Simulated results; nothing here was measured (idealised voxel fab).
This is a process module. Its name is voxel air gaps.
Pictured: cross-section cut, 150 nm wide, on a grid of 5 nm square cells.
Cross-section spec: square-cell grid; bands listed top down; each band is one or more rows.
The entry gives the band's vertical extent as a top height and a bottom height in nm, then its horizontal make-up as materials from left to right, each with a width in nm. "air" stands for empty space; a single material marked "all across" fills the band edge to edge.
Zero point of the height axis is 0; under it, received wafer = one material. Lowest band: continues down indefinitely, "top 0, no bottom".
Width "30..40": first value at the band's top row of cells, second value at its bottom row, equal change from row to row.
A step reported as "nothing changed" is a step in which no cell of the cross-section changed.
"Trapped voids" - sealed voids, min. 8 cells, no opening to top; format: width x height at distance (distance from left edge; nm throughout).
Whatever follows a step's settings on its line is a remark the simulator itself makes about that step.
The "overlay nm" setting may appear on a step's line; for a step that uses a mask, it gives how far to the right of its planned position the mask lay, and a negative value indicates the left.
## The planned process steps are enumerated hereunder
1: RECEIVE,material Si
2: CONFORMAL_DEP,material SiO2,thk nm 15
3: CONFORMAL_DEP,material SiN,thk nm 5
4: DIRECTIONAL_DEP,material SiO2,thk nm 35
5: MASKED_ETCH,tone open,mask id LINES,width nm 15,pitch nm 45,etch materials SiO2,depth nm 35,overlay nm 0
6: CONFORMAL_DEP,material TiN,thk nm 5
7: FILL_DEP,material Ru,thk nm 5
8: CMP,height nm 55
9: EPI,material Ru,thk nm 10
10: SELECTIVE_ETCH,etch materials SiO2,depth nm 45
11: CONFORMAL_DEP,material SiN,thk nm 5
Wafer-to-wafer difference: width nm, step 5. Common start. Plan = first wafer's value.
## Sectional view: first of several wafers, as received, after step 1
    top 0, no bottom = Si all across
    Trapped voids: none
## Cross-section, first of several wafers, end of module, after last step 11
    top 70, bottom 65 = 10 nm air, 135 nm SiN, 5 nm air
    top 65, bottom 55 = 10 nm air, 5 nm SiN, 35 nm Ru, 10 nm SiN, 35 nm Ru, 10 nm SiN, 35 nm Ru, 5 nm SiN, 5 nm air
    top 55, bottom 50 = 10 nm air, 15 nm SiN, 5 nm TiN, 5 nm Ru, 5 nm TiN, 30 nm SiN, 5 nm TiN, 5 nm Ru, 5 nm TiN, 30 nm SiN, 5 nm TiN, 5 nm Ru, 5 nm TiN, 15 nm SiN, 5 nm air
    top 50, bottom 25 = 20 nm air, 5 nm SiN, 5 nm TiN, 5 nm Ru, 5 nm TiN, 5 nm SiN, 20 nm air, 5 nm SiN, 5 nm TiN, 5 nm Ru, 5 nm TiN, 5 nm SiN, 20 nm air, 5 nm SiN, 5 nm TiN, 5 nm Ru, 5 nm TiN, 5 nm SiN, 15 nm air
    top 25, bottom 20 = 25 nm SiN, 15 nm TiN, 30 nm SiN, 15 nm TiN, 30 nm SiN, 15 nm TiN, 20 nm SiN
    top 20, bottom 15 = SiN all across
    top 15, bottom 0 = SiO2 all across
    top 0, no bottom = Si all across
    Trapped voids: 20 x 25 at 45; 20 x 25 at 90
## last wafer at the end
    top 70, bottom 65 = SiN all across
    top 65, bottom 55 = 5 nm SiN, 140 nm Ru, 5 nm SiN
    top 55, bottom 50 = 15 nm SiN, 5 nm TiN, 20 nm Ru, 5 nm TiN, 15 nm SiO2, 5 nm TiN, 20 nm Ru, 5 nm TiN, 15 nm SiO2, 5 nm TiN, 20 nm Ru, 5 nm TiN, 15 nm SiN
    top 50, bottom 25 = 10 nm air, 5 nm SiN, 5 nm TiN, 20 nm Ru, 5 nm TiN, 15 nm SiO2, 5 nm TiN, 20 nm Ru, 5 nm TiN, 15 nm SiO2, 5 nm TiN, 20 nm Ru, 5 nm TiN, 5 nm SiN, 10 nm air
    top 25, bottom 20 = 15 nm SiN, 30 nm TiN, 15 nm SiO2, 30 nm TiN, 15 nm SiO2, 30 nm TiN, 15 nm SiN
    top 20, bottom 15 = SiN all across
    top 15, bottom 0 = SiO2 all across
    top 0, no bottom = Si all across
    Trapped voids: 10 x 25 at 0; 10 x 25 at 140
## Per wafer, end of module: cells gained (+) or lost (-) per material since receipt, then closed voids
width nm 15; +60 Ru; +138 SiN; +90 SiO2; +45 TiN; Trapped voids: 20 x 25 at 45; 20 x 25 at 90
width nm 20; +84 Ru; +130 SiN; +90 SiO2; +48 TiN; Trapped voids: 15 x 25 at 45; 15 x 25 at 90
width nm 25; +108 Ru; +86 SiN; +146 SiO2; +51 TiN; Trapped voids: 10 x 25 at 140
width nm 30; +128 Ru; +86 SiN; +132 SiO2; +54 TiN; Trapped voids: 10 x 25 at 0; 10 x 25 at 140
